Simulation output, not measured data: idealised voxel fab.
voxel released beams: a process module
Shown is cross-section cut, with a width of 220 nm and square cells of size 5 nm.
We lay out every cross-section as a grid of square cells and spell it out in bands from the top down, where one band means one or more rows of cells.
A band entry consists of two parts. The first gives the height of the band's top and the height of its bottom, in nm. The rest lists the band's materials from left to right, each with its width in nm. A single material labelled with the word "everywhere" fills the band from edge to edge, and the word "blank" marks empty space.
The reference from which all heights are counted is 0, the level beneath which the as-received wafer is entirely one material; the lowest band, having no lower bound, proceeds downward and is written after the example "0 and below".
Note: "30 to 40" means the width goes from the first number (top row of the band) to the second number (bottom row) in equal steps per row of cells.
Step marked "changes: none"? Then no cell in the cross-section changed in it.
"Enclosed cavities" lists enclosed empty spaces (at least 8 cells, no open path upward to the top), each as width x height at distance from the left edge, in nm.
Whatever follows a step's settings on its line is a remark the simulator itself makes about that step.
overlay nm: for a step with a mask, the amount by which the mask lay right of where it was planned; a negative amount means left of it.

Intended process steps:
1) RECEIVE [material Si]
2) CONFORMAL_DEP [material SiN] [thk nm 5]
3) DIRECTIONAL_DEP [material SiO2] [thk nm 15]
4) PATTERN [tone open] [mask id ANCHOR] [material resist] [width nm 35] [thk nm 20] [overlay nm 0]
5) DIRECTIONAL_ETCH [etch materials SiO2] [depth nm 15]
6) STRIP [etch materials resist]
7) CONFORMAL_DEP [material TiN] [thk nm 10]
8) MASKED_ETCH [tone cover] [mask id BEAM] [width nm 105] [etch materials TiN] [depth nm 10] [overlay nm 0]
9) STRIP [etch materials SiO2]

First wafer out of two, processed as planned:

Cross-sectional view of the wafer in its as-received condition, corresponding to the state after step 1:
0 and below = Si everywhere
Enclosed cavities: none

Take a look at the wafer's cross-section after step 2:
5 down to 0 = SiN everywhere
All layers under 0 are left as they were.

Take a look at the wafer's cross-section after step 3:
20 down to 5 = SiO2 everywhere
All layers under 5 are left as they were.

Take a look at the wafer's cross-section after step 4:
40 down to 20 = resist: 60, then blank: 35, then resist: 125
All layers under 20 are left as they were.

Take a look at the wafer's cross-section after step 5:
40 down to 20 = resist: 60, then blank: 35, then resist: 125
20 down to 5 = SiO2: 60, then blank: 35, then SiO2: 125
All layers under 5 are left as they were.

Take a look at the wafer's cross-section after step 6:
20 down to 5 = SiO2: 60, then blank: 35, then SiO2: 125
All layers under 5 are left as they were.

Take a look at the wafer's cross-section after step 7:
30 down to 20 = TiN: 70, then blank: 15, then TiN: 135
20 down to 15 = SiO2: 60, then TiN: 10, then blank: 15, then TiN: 10, then SiO2: 125
15 down to 5 = SiO2: 60, then TiN: 35, then SiO2: 125
All layers under 5 are left as they were.

Take a look at the wafer's cross-section after step 8:
30 down to 20 = blank: 55, then TiN: 15, then blank: 15, then TiN: 75, then blank: 60
All layers under 20 are left as they were.

Take a look at the wafer's cross-section after step 9:
30 down to 20 = blank: 55, then TiN: 15, then blank: 15, then TiN: 75, then blank: 60
20 down to 15 = blank: 60, then TiN: 10, then blank: 15, then TiN: 10, then blank: 125
15 down to 5 = blank: 60, then TiN: 35, then blank: 125
All layers under 5 are left as they were.

The remaining wafer, second of the two, started like the first and was run to the same plan, except that one mistake was made along the way; the two coincide through step 7, inclusive:

What the second wafer looks like in cross-section when step 8 should have wrapped up:
30 down to 20 = blank: 60, then TiN: 10, then blank: 15, then TiN: 80, then blank: 55
All layers under 20 are left as they were.

What the second wafer looks like in cross-section when step 9 should have wrapped up:
30 down to 20 = blank: 60, then TiN: 10, then blank: 15, then TiN: 80, then blank: 55
20 down to 15 = blank: 60, then TiN: 10, then blank: 15, then TiN: 10, then blank: 125
15 down to 5 = blank: 60, then TiN: 35, then blank: 125
All layers under 5 are left as they were.
The mistake made against the process plan was this: so step 8 ended up running with a different setting than we planned, it ran as MASKED_ETCH [tone cover] [mask id BEAM] [width nm 105] [etch materials TiN] [depth nm 10] [overlay nm 5]
Same inventory, different map: at the end, the second wafer holds as many cells of each material as the first, placed elsewhere.
